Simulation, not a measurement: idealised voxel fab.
This is a process module. Its name is voxel wiring stack.
Pictured: cross-section cut, 190 nm wide, on a grid of 5 nm square cells.
Just so we're on the same page, the cross-sections are grids of square cells, and they're listed out in bands top to bottom, each band one or more rows deep. Band entry format. Leading values: height of top, height of bottom, nm. Remainder: materials in left-to-right order, each with its width in nm. Special words: "all across" on a single material, which then fills the band edge to edge; "blank", empty space. Below 0: as-received wafer, all one material; heights counted from there. Lowest band: no bottom, goes on down, written "0 -> down". The notation "30 to 40" denotes a width that varies across the rows of cells in the band, beginning at the first number in the top row, finishing at the second number in the bottom row, and changing by an identical amount from each row to the next. The designation "same as before", where it is given for a processing step, indicates that no cell of the cross-section was altered in the course of that step. Any empty space of 8 cells or more lacking an open way to the top shows up in "Closed-off voids" as width x height at distance, distance from the left edge, in nm. Anything after a step's settings on that line? It's the simulator's own note about the step. "overlay nm", when on a step's line for a step with a mask, measures how far to the right of its planned place the mask lay; a negative measure means to the left.
So here's the lineup of process steps we planned
1. RECEIVE with material Si
2. CONFORMAL_DEP with material SiO2, thk nm 10
3. CONFORMAL_DEP with material SiCN, thk nm 5
4. DIRECTIONAL_DEP with material lowk, thk nm 25
5. DIRECTIONAL_DEP with material aC, thk nm 15
6. PATTERN with tone open, mask id METAL_1, material resist, width nm 20, pitch nm 40, thk nm 35, overlay nm 0
7. DIRECTIONAL_ETCH with etch materials aC, depth nm 15
8. STRIP with etch materials resist
9. DIRECTIONAL_ETCH with etch materials lowk, depth nm 25
10. DIRECTIONAL_ETCH with etch materials SiCN, depth nm 5
11. STRIP with etch materials aC
12. CONFORMAL_DEP with material TiN, thk nm 5
13. FILL_DEP with material Ru, thk nm 5
14. CMP with height nm 40
15. CONFORMAL_DEP with material SiCN, thk nm 5
16. DIRECTIONAL_DEP with material lowk, thk nm 15
17. DIRECTIONAL_DEP with material aC, thk nm 15
18. PATTERN with tone open, mask id PLUG_1, material resist, width nm 15, pitch nm 40, thk nm 35, overlay nm 0
19. DIRECTIONAL_ETCH with etch materials aC, depth nm 15
20. STRIP with etch materials resist
21. DIRECTIONAL_ETCH with etch materials lowk, depth nm 15
22. DIRECTIONAL_ETCH with etch materials SiCN, depth nm 5
23. STRIP with etch materials aC
24. EPI with material Ru, thk nm 10
25. EPI with material Ru, thk nm 10
26. CONFORMAL_DEP with material SiN, thk nm 5
27. DIRECTIONAL_DEP with material SiO2, thk nm 15
28. MASKED_ETCH with tone open, mask id METAL_2, width nm 20, pitch nm 40, etch materials SiO2, depth nm 15, overlay nm -10
29. MASKED_ETCH with tone open, mask id METAL_2, width nm 20, pitch nm 40, etch materials SiN, depth nm 5, overlay nm 0
30. CONFORMAL_DEP with material TiN, thk nm 5
31. FILL_DEP with material W, thk nm 10
32. CMP with height nm 80
33. CONFORMAL_DEP with material SiN, thk nm 5
Wafers differ in overlay nm at step 28; plan lists the first wafer's value; identical starting state.
Cross-section: the first of several wafers in its as-received state, i.e. following step 1
    0 -> down: Si all across
    Closed-off voids: none
First of several wafers, sectioned at end of module (last step: step 33)
    85 -> 80: SiN all across
    80 -> 70: 15 SiO2 / 5 TiN / 10 W / 5 TiN / 20 SiO2 / 5 TiN / 10 W / 5 TiN / 20 SiO2 / 5 TiN / 10 W / 5 TiN / 20 SiO2 / 5 TiN / 10 W / 5 TiN / 35 SiO2
    70 -> 65: 15 SiO2 / 20 TiN / 20 SiO2 / 20 TiN / 20 SiO2 / 20 TiN / 20 SiO2 / 20 TiN / 35 SiO2
    65 -> 60: 25 SiN / 10 TiN / 30 SiN / 10 TiN / 30 SiN / 10 TiN / 30 SiN / 10 TiN / 35 SiN
    60 -> 45: 25 lowk / 15 Ru / 25 lowk / 15 Ru / 25 lowk / 15 Ru / 25 lowk / 15 Ru / 30 lowk
    45 -> 40: 25 SiCN / 15 Ru / 25 SiCN / 15 Ru / 25 SiCN / 15 Ru / 25 SiCN / 15 Ru / 30 SiCN
    40 -> 15: 25 lowk / 5 TiN / 10 Ru / 5 TiN / 20 lowk / 5 TiN / 10 Ru / 5 TiN / 20 lowk / 5 TiN / 10 Ru / 5 TiN / 20 lowk / 5 TiN / 10 Ru / 5 TiN / 25 lowk
    15 -> 10: 25 SiCN / 20 TiN / 20 SiCN / 20 TiN / 20 SiCN / 20 TiN / 20 SiCN / 20 TiN / 25 SiCN
    10 -> 0: SiO2 all across
    0 -> down: Si all across
    Closed-off voids: none
last wafer at the end
    85 -> 80: SiN all across
    80 -> 70: 35 SiO2 / 5 TiN / 10 W / 5 TiN / 20 SiO2 / 5 TiN / 10 W / 5 TiN / 20 SiO2 / 5 TiN / 10 W / 5 TiN / 20 SiO2 / 5 TiN / 10 W / 5 TiN / 15 SiO2
    70 -> 65: 35 SiO2 / 20 TiN / 20 SiO2 / 20 TiN / 20 SiO2 / 20 TiN / 20 SiO2 / 20 TiN / 15 SiO2
    65 -> 60: 35 SiN / 10 TiN / 30 SiN / 10 TiN / 30 SiN / 10 TiN / 30 SiN / 10 TiN / 25 SiN
    60 -> 45: 25 lowk / 15 Ru / 25 lowk / 15 Ru / 25 lowk / 15 Ru / 25 lowk / 15 Ru / 30 lowk
    45 -> 40: 25 SiCN / 15 Ru / 25 SiCN / 15 Ru / 25 SiCN / 15 Ru / 25 SiCN / 15 Ru / 30 SiCN
    40 -> 15: 25 lowk / 5 TiN / 10 Ru / 5 TiN / 20 lowk / 5 TiN / 10 Ru / 5 TiN / 20 lowk / 5 TiN / 10 Ru / 5 TiN / 20 lowk / 5 TiN / 10 Ru / 5 TiN / 25 lowk
    15 -> 10: 25 SiCN / 20 TiN / 20 SiCN / 20 TiN / 20 SiCN / 20 TiN / 20 SiCN / 20 TiN / 25 SiCN
    10 -> 0: SiO2 all across
    0 -> down: Si all across
    Closed-off voids: none
Note: the following table is arranged by wafer, a row apiece. Each row reports the end-of-module state: per material, cells gained (+) or cells lost (-) compared with the wafer as received; closed voids follow
overlay nm -10 | +88 Ru | +48 SiCN | +68 SiN | +142 SiO2 | +96 TiN | +16 W | +188 lowk | Closed-off voids: none
overlay nm -5 | +88 Ru | +48 SiCN | +64 SiN | +142 SiO2 | +96 TiN | +20 W | +188 lowk | Closed-off voids: none
overlay nm 0 | +88 Ru | +48 SiCN | +60 SiN | +142 SiO2 | +96 TiN | +24 W | +188 lowk | Closed-off voids: none
overlay nm 5 | +88 Ru | +48 SiCN | +64 SiN | +142 SiO2 | +96 TiN | +20 W | +188 lowk | Closed-off voids: none
overlay nm 10 | +88 Ru | +48 SiCN | +68 SiN | +142 SiO2 | +96 TiN | +16 W | +188 lowk | Closed-off voids: none
